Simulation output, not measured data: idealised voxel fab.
This is a process module. Its name is voxel plated lines.
The cross-section on display is named cut; it measures 285 nm wide, and its cells are 5 nm squares.
We lay out every cross-section as a grid of square cells and spell it out in bands from the top down, where one band means one or more rows of cells. The entry gives the band's vertical extent as a top height and a bottom height in nm, then its horizontal make-up as materials from left to right, each with a width in nm. "empty" stands for empty space; a single material marked "everywhere" fills the band edge to edge. Zero point of the height axis is 0; under it, received wafer = one material. Lowest band: continues down indefinitely, "0 nm and below". Read "30 to 40" as a graded width: first number on top, second number at the bottom, same change between each pair of neighbouring rows. A step reported as "no modifications" is a step in which no cell of the cross-section changed. Each empty space that has no open way to the top and spans at least 8 cells appears under "Closed void register" as width x height at distance, the distance counted from the left edge, all in nm. If you see something after the settings on a step's line, that's the simulator's own remark about that step. overlay nm: right-of-plan distance of the mask on a masked step; negative values mean left-of-plan.

# Process steps - plan
1: RECEIVE,material Si
2: CONFORMAL_DEP,material SiN,thk nm 10
3: DIRECTIONAL_DEP,material TiN,thk nm 5
4: PATTERN,tone open,mask id LINES,material resist,width nm 30,pitch nm 60,thk nm 15,overlay nm 0
5: EPI,material Ru,thk nm 10
6: STRIP,etch materials resist
7: DIRECTIONAL_ETCH,etch materials TiN,depth nm 5
8: CONFORMAL_DEP,material SiN,thk nm 10

# Here's what the wafer looked like in cross-section when it arrived - that's after step 1
> 0 nm and below | Si everywhere
> Closed void register: none

# End-of-module cross-section of the first of two wafers, processed as planned
> 35 nm to 25 nm | empty (85), SiN (50), empty (10), SiN (50), empty (90)
> 25 nm to 20 nm | empty (85), SiN (10), Ru (30), SiN (10), empty (10), SiN (10), Ru (30), SiN (10), empty (90)
> 20 nm to 15 nm | SiN (95), Ru (30), SiN (30), Ru (30), SiN (100)
> 15 nm to 10 nm | SiN (95), TiN (30), SiN (30), TiN (30), SiN (100)
> 10 nm to 0 nm | SiN everywhere
> 0 nm and below | Si everywhere
> Closed void register: none

# Presented here is a cross-section of the second of the two wafers as it stood at the end of the module. It was started in the same manner and assigned the same plan as the first wafer; however, one mistake was made in its execution
> 45 nm to 35 nm | empty (80), SiN (120), empty (85)
> 35 nm to 30 nm | empty (80), SiN (10), Ru (40), SiN (20), Ru (40), SiN (10), empty (85)
> 30 nm to 20 nm | empty (80), SiN (15), Ru (30), SiN (30), Ru (30), SiN (15), empty (85)
> 20 nm to 15 nm | SiN (95), Ru (30), SiN (30), Ru (30), SiN (100)
> 15 nm to 10 nm | SiN (90), TiN (40), SiN (20), TiN (40), SiN (95)
> 10 nm to 0 nm | SiN everywhere
> 0 nm and below | Si everywhere
> Closed void register: none
Heads up, the wafer didn't run the way we planned it: step 5 from the plan got run twice
Final cells, second wafer relative to first, materials higher or lower: Ru +28, SiN +28, TiN +4
